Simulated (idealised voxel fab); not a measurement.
process module | voxel capacitor over wiring
cross-section cut | 145 nm wide | cells 5 nm
A cross-section is a grid of square cells, given in bands from the top down. A band is one or more rows of cells.
Each band's line starts with the height of the band's top and of its bottom, in nm. Then come its materials from left to right, each with its width in nm. One material with "throughout" fills the band from edge to edge. "air" is empty space.
Height 0 is the level under which the wafer as received is all one material. The lowest band goes on downwards, as in "0 down".
A width such as "30 to 40" changes by the same amount from each row of cells to the next, from the band's top row to its bottom row.
"no change" after a step means that no cell of the cross-section changed.
closed voids: empty space of 8 cells or more with no open way to the top, each as width x height at its distance from the left edge, in nm
after a step's settings: what the simulator itself notes on the step
overlay nm, on a step with a mask: how far to the right of its planned place the mask lay; to the left if negative
plan
1 op RECEIVE | material Si
2 op CONFORMAL_DEP | material SiO2 | thk nm 15
3 op CONFORMAL_DEP | material SiCN | thk nm 5
4 op DIRECTIONAL_DEP | material lowk | thk nm 15
5 op PATTERN | tone open | mask id METAL_1 | material resist | width nm 25 | pitch nm 90 | thk nm 15 | overlay nm 0
6 op DIRECTIONAL_ETCH | etch materials lowk | depth nm 15
7 op DIRECTIONAL_ETCH | etch materials SiCN | depth nm 5
8 op STRIP | etch materials resist
9 op CONFORMAL_DEP | material TiN | thk nm 5
10 op FILL_DEP | material Ru | thk nm 5
11 op CMP | height nm 35
12 op EPI | material Ru | thk nm 5
13 op FILL_DEP | material SiCN | thk nm 5
14 op DIRECTIONAL_DEP | material lowk | thk nm 10
15 op MASKED_ETCH | tone open | mask id PLUG_1 | width nm 15 | etch materials lowk | depth nm 10 | overlay nm 0
16 op MASKED_ETCH | tone open | mask id PLUG_1 | width nm 15 | etch materials SiCN | depth nm 5 | overlay nm 0
17 op CONFORMAL_DEP | material TiN | thk nm 5
18 op FILL_DEP | material Ru | thk nm 5
19 op CMP | height nm 55
20 op DIRECTIONAL_DEP | material TiN | thk nm 10
21 op DIRECTIONAL_DEP | material SiN | thk nm 5
22 op DIRECTIONAL_DEP | material TiN | thk nm 5
23 op PATTERN | tone cover | mask id UPPER_PLATE | material resist | width nm 70 | thk nm 20 | overlay nm 0
24 op DIRECTIONAL_ETCH | etch materials TiN | depth nm 5
25 op DIRECTIONAL_ETCH | etch materials SiN | depth nm 5
26 op STRIP | etch materials resist
27 op MASKED_ETCH | tone cover | mask id LOWER_PLATE | width nm 80 | etch materials TiN | depth nm 10 | overlay nm 0
28 op FILL_DEP | material SiO2 | thk nm 15
29 op CMP | height nm 85
30 op PATTERN | tone open | mask id PLUG_2 | material resist | width nm 15 | thk nm 20 | overlay nm 0
31 op DIRECTIONAL_ETCH | etch materials SiO2 | depth nm 10
32 op STRIP | etch materials resist
33 op CONFORMAL_DEP | material TiN | thk nm 5
34 op FILL_DEP | material Ru | thk nm 10
35 op CMP | height nm 85
36 op CONFORMAL_DEP | material SiCN | thk nm 5
as received, after step 1
  0 down: Si throughout
  closed voids: none
first wafer at the end, as planned
  90 to 85: SiCN throughout
  85 to 80: SiO2 35 | TiN 5 | Ru 5 | TiN 5 | SiO2 95
  80 to 70: SiO2 35 to 25 | TiN 15 to 70 | SiO2 95 to 50
  70 to 65: SiO2 25 | SiN 70 | SiO2 50
  65 to 55: SiO2 20 | TiN 80 | SiO2 45
  55 to 45: lowk 25 | TiN 5 | Ru 5 | TiN 5 | lowk 105
  45 to 40: SiCN 25 | TiN 15 | SiCN 105
  40 to 35: SiCN 10 | Ru 35 | SiCN 55 | Ru 35 | SiCN 10
  35 to 20: lowk 15 | TiN 5 | Ru 15 | TiN 5 | lowk 65 | TiN 5 | Ru 15 | TiN 5 | lowk 15
  20 to 15: SiCN 15 | TiN 25 | SiCN 65 | TiN 25 | SiCN 15
  15 to 0: SiO2 throughout
  0 down: Si throughout
  closed voids: none
second wafer at the end: like start, like plan, one mistake
  90 to 85: SiCN throughout
  85 to 80: SiO2 35 | TiN 5 | Ru 5 | TiN 5 | SiO2 95
  80 to 70: SiO2 35 to 25 | TiN 15 to 70 | SiO2 95 to 50
  70 to 65: SiO2 25 | SiN 70 | SiO2 50
  65 to 55: SiO2 20 | TiN 80 | SiO2 45
  55 to 45: lowk 25 | TiN 5 | Ru 5 | TiN 5 | lowk 105
  45 to 40: SiCN 25 | TiN 15 | SiCN 105
  40 to 35: SiCN 10 | Ru 35 | SiCN 55 | Ru 35 | SiCN 10
  35 to 30: SiCN 15 | TiN 25 | SiCN 65 | TiN 25 | SiCN 15
  30 to 0: SiO2 throughout
  0 down: Si throughout
  closed voids: none
what went wrong: step 2 was run twice
at the end the second wafer has, in cells: 18 fewer of Ru | 87 more of SiO2 | 12 fewer of TiN | 57 fewer of lowk
